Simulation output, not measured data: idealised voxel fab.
The process module that follows is named voxel air gaps.
Cross-sectional view cut (width: 215 nm; square cell size: 5 nm).
Cross-sections here: square-cell grids, written as top-down lists of bands, a band being one or more rows of cells. Within each band entry, the heights of the top and of the bottom of the band appear first, in that order and in nm; the materials of the band then follow from left to right, each with its corresponding width in nm. The designation "all across" on a single material indicates that it fills the band from edge to edge; the designation "empty" indicates empty space. We count height from 0. Below that, the starting wafer is all one material. The lowest band never ends at the bottom but goes on down; see "top 0, no bottom" for how that is written. Graded width ("30..40"): value in top row of band = first number; value in bottom row = second number; row-to-row change constant. Step marked "nothing changed"? Then no cell in the cross-section changed in it. You'll see "Voids, fully enclosed" listing empty spaces that have no way open to the top, as long as they're 8 cells or more; the notation is width x height at distance, where the distance is from the left edge, and all of it is in nm. On a step's line, text after the settings is the simulator commenting on that step. Regarding "overlay nm": on a step with a mask, it is the distance the mask lay to the right of its planned place; a negative value places it to the left.

### Planned step list for the process
1. RECEIVE with material Si
2. CONFORMAL_DEP with material SiO2, thk nm 15
3. CONFORMAL_DEP with material SiCN, thk nm 5
4. DIRECTIONAL_DEP with material SiO2, thk nm 30
5. PATTERN with tone open, mask id LINES, material resist, width nm 15, pitch nm 45, thk nm 20, overlay nm 0
6. DIRECTIONAL_ETCH with etch materials SiO2, depth nm 30
7. STRIP with etch materials resist
8. CONFORMAL_DEP with material TiN, thk nm 5
9. FILL_DEP with material W, thk nm 5
10. CMP with height nm 50
11. EPI with material Ru, thk nm 10
12. SELECTIVE_ETCH with etch materials SiO2, depth nm 40
13. CONFORMAL_DEP with material SiCN, thk nm 5

### The first wafer of two, processed as planned

### As-received state of the wafer in cross-section, equivalent to post-step 1
	top 0, no bottom = Si all across
	Voids, fully enclosed: none

### Wafer after step 2 (cross-section)
	top 15, bottom 0 = SiO2 all across
	Whatever lies below 0 is exactly as it was before.

### Wafer after step 3 (cross-section)
	top 20, bottom 15 = SiCN all across
	Whatever lies below 15 is exactly as it was before.

### Wafer after step 4 (cross-section)
	top 50, bottom 20 = SiO2 all across
	Whatever lies below 20 is exactly as it was before.

### Wafer after step 5 (cross-section)
	top 70, bottom 50 = 30 of resist, 15 of empty, 30 of resist, 15 of empty, 30 of resist, 15 of empty, 30 of resist, 15 of empty, 35 of resist
	Whatever lies below 50 is exactly as it was before.

### Wafer after step 6 (cross-section)
	top 70, bottom 50 = 30 of resist, 15 of empty, 30 of resist, 15 of empty, 30 of resist, 15 of empty, 30 of resist, 15 of empty, 35 of resist
	top 50, bottom 20 = 30 of SiO2, 15 of empty, 30 of SiO2, 15 of empty, 30 of SiO2, 15 of empty, 30 of SiO2, 15 of empty, 35 of SiO2
	Whatever lies below 20 is exactly as it was before.

### Wafer after step 7 (cross-section)
	top 50, bottom 20 = 30 of SiO2, 15 of empty, 30 of SiO2, 15 of empty, 30 of SiO2, 15 of empty, 30 of SiO2, 15 of empty, 35 of SiO2
	Whatever lies below 20 is exactly as it was before.

### Wafer after step 8 (cross-section)
	top 55, bottom 50 = 35 of TiN, 5 of empty, 40 of TiN, 5 of empty, 40 of TiN, 5 of empty, 40 of TiN, 5 of empty, 40 of TiN
	top 50, bottom 25 = 30 of SiO2, 5 of TiN, 5 of empty, 5 of TiN, 30 of SiO2, 5 of TiN, 5 of empty, 5 of TiN, 30 of SiO2, 5 of TiN, 5 of empty, 5 of TiN, 30 of SiO2, 5 of TiN, 5 of empty, 5 of TiN, 35 of SiO2
	top 25, bottom 20 = 30 of SiO2, 15 of TiN, 30 of SiO2, 15 of TiN, 30 of SiO2, 15 of TiN, 30 of SiO2, 15 of TiN, 35 of SiO2
	Whatever lies below 20 is exactly as it was before.

### Wafer after step 9 (cross-section)
	top 60, bottom 55 = W all across
	top 55, bottom 50 = 35 of TiN, 5 of W, 40 of TiN, 5 of W, 40 of TiN, 5 of W, 40 of TiN, 5 of W, 40 of TiN
	top 50, bottom 25 = 30 of SiO2, 5 of TiN, 5 of W, 5 of TiN, 30 of SiO2, 5 of TiN, 5 of W, 5 of TiN, 30 of SiO2, 5 of TiN, 5 of W, 5 of TiN, 30 of SiO2, 5 of TiN, 5 of W, 5 of TiN, 35 of SiO2
	Whatever lies below 25 is exactly as it was before.

### Wafer after step 10 (cross-section)
	top 50, bottom 25 = 30 of SiO2, 5 of TiN, 5 of W, 5 of TiN, 30 of SiO2, 5 of TiN, 5 of W, 5 of TiN, 30 of SiO2, 5 of TiN, 5 of W, 5 of TiN, 30 of SiO2, 5 of TiN, 5 of W, 5 of TiN, 35 of SiO2
	Whatever lies below 25 is exactly as it was before.

### Wafer after step 11 (cross-section)
	top 60, bottom 50 = 20 of empty, 35 of Ru, 10 of empty, 35 of Ru, 10 of empty, 35 of Ru, 10 of empty, 35 of Ru, 25 of empty
	Whatever lies below 50 is exactly as it was before.

### Wafer after step 12 (cross-section)
	top 60, bottom 50 = 20 of empty, 35 of Ru, 10 of empty, 35 of Ru, 10 of empty, 35 of Ru, 10 of empty, 35 of Ru, 25 of empty
	top 50, bottom 25 = 30 of empty, 5 of TiN, 5 of W, 5 of TiN, 30 of empty, 5 of TiN, 5 of W, 5 of TiN, 30 of empty, 5 of TiN, 5 of W, 5 of TiN, 30 of empty, 5 of TiN, 5 of W, 5 of TiN, 35 of empty
	top 25, bottom 20 = 30 of empty, 15 of TiN, 30 of empty, 15 of TiN, 30 of empty, 15 of TiN, 30 of empty, 15 of TiN, 35 of empty
	Whatever lies below 20 is exactly as it was before.

### Wafer after step 13 (cross-section)
	top 65, bottom 60 = 15 of empty, 180 of SiCN, 20 of empty
	top 60, bottom 50 = 15 of empty, 5 of SiCN, 35 of Ru, 10 of SiCN, 35 of Ru, 10 of SiCN, 35 of Ru, 10 of SiCN, 35 of Ru, 5 of SiCN, 20 of empty
	top 50, bottom 45 = 15 of empty, 15 of SiCN, 5 of TiN, 5 of W, 5 of TiN, 30 of SiCN, 5 of TiN, 5 of W, 5 of TiN, 30 of SiCN, 5 of TiN, 5 of W, 5 of TiN, 30 of SiCN, 5 of TiN, 5 of W, 5 of TiN, 15 of SiCN, 20 of empty
	top 45, bottom 25 = 25 of empty, 5 of SiCN, 5 of TiN, 5 of W, 5 of TiN, 5 of SiCN, 20 of empty, 5 of SiCN, 5 of TiN, 5 of W, 5 of TiN, 5 of SiCN, 20 of empty, 5 of SiCN, 5 of TiN, 5 of W, 5 of TiN, 5 of SiCN, 20 of empty, 5 of SiCN, 5 of TiN, 5 of W, 5 of TiN, 5 of SiCN, 30 of empty
	top 25, bottom 20 = 30 of SiCN, 15 of TiN, 30 of SiCN, 15 of TiN, 30 of SiCN, 15 of TiN, 30 of SiCN, 15 of TiN, 35 of SiCN
	Whatever lies below 20 is exactly as it was before.
	Voids, fully enclosed: 20 x 20 at 50; 20 x 20 at 95; 20 x 20 at 140

### Wafer two of the pair: same origin, same plan, one error during the run; identical to wafer one up to and including step 4

### Second wafer: cross-section at the scheduled end of step 5
	top 70, bottom 50 = 30 of empty, 15 of resist, 30 of empty, 15 of resist, 30 of empty, 15 of resist, 30 of empty, 15 of resist, 35 of empty
	Whatever lies below 50 is exactly as it was before.

### Second wafer: cross-section at the scheduled end of step 6
	top 70, bottom 50 = 30 of empty, 15 of resist, 30 of empty, 15 of resist, 30 of empty, 15 of resist, 30 of empty, 15 of resist, 35 of empty
	top 50, bottom 20 = 30 of empty, 15 of SiO2, 30 of empty, 15 of SiO2, 30 of empty, 15 of SiO2, 30 of empty, 15 of SiO2, 35 of empty
	Whatever lies below 20 is exactly as it was before.

### Second wafer: cross-section at the scheduled end of step 7
	top 50, bottom 20 = 30 of empty, 15 of SiO2, 30 of empty, 15 of SiO2, 30 of empty, 15 of SiO2, 30 of empty, 15 of SiO2, 35 of empty
	Whatever lies below 20 is exactly as it was before.

### Second wafer: cross-section at the scheduled end of step 8
	top 55, bottom 50 = 25 of empty, 25 of TiN, 20 of empty, 25 of TiN, 20 of empty, 25 of TiN, 20 of empty, 25 of TiN, 30 of empty
	top 50, bottom 25 = 25 of empty, 5 of TiN, 15 of SiO2, 5 of TiN, 20 of empty, 5 of TiN, 15 of SiO2, 5 of TiN, 20 of empty, 5 of TiN, 15 of SiO2, 5 of TiN, 20 of empty, 5 of TiN, 15 of SiO2, 5 of TiN, 30 of empty
	top 25, bottom 20 = 30 of TiN, 15 of SiO2, 30 of TiN, 15 of SiO2, 30 of TiN, 15 of SiO2, 30 of TiN, 15 of SiO2, 35 of TiN
	Whatever lies below 20 is exactly as it was before.

### Second wafer: cross-section at the scheduled end of step 9
	top 60, bottom 55 = W all across
	top 55, bottom 50 = 25 of W, 25 of TiN, 20 of W, 25 of TiN, 20 of W, 25 of TiN, 20 of W, 25 of TiN, 30 of W
	top 50, bottom 25 = 25 of W, 5 of TiN, 15 of SiO2, 5 of TiN, 20 of W, 5 of TiN, 15 of SiO2, 5 of TiN, 20 of W, 5 of TiN, 15 of SiO2, 5 of TiN, 20 of W, 5 of TiN, 15 of SiO2, 5 of TiN, 30 of W
	Whatever lies below 25 is exactly as it was before.

### Second wafer: cross-section at the scheduled end of step 10
	top 50, bottom 25 = 25 of W, 5 of TiN, 15 of SiO2, 5 of TiN, 20 of W, 5 of TiN, 15 of SiO2, 5 of TiN, 20 of W, 5 of TiN, 15 of SiO2, 5 of TiN, 20 of W, 5 of TiN, 15 of SiO2, 5 of TiN, 30 of W
	Whatever lies below 25 is exactly as it was before.

### Second wafer: cross-section at the scheduled end of step 11
	top 60, bottom 50 = Ru all across
	Whatever lies below 50 is exactly as it was before.

Second wafer: cross-section at the scheduled end of step 12: nothing changed

### Second wafer: cross-section at the scheduled end of step 13
	top 65, bottom 60 = SiCN all across
	Whatever lies below 60 is exactly as it was before.
The plan and the run diverged here: in deviation from the planned setting, step 5 was conducted as PATTERN with tone cover, mask id LINES, material resist, width nm 15, pitch nm 45, thk nm 20, overlay nm 0
Wafer comparison, final, in cells, second relative to first, materials more or fewer: +30 Ru | -96 SiCN | +72 SiO2 | +19 TiN | +95 W
Final count of closed voids per wafer: 3 in the first, 0 in the second.
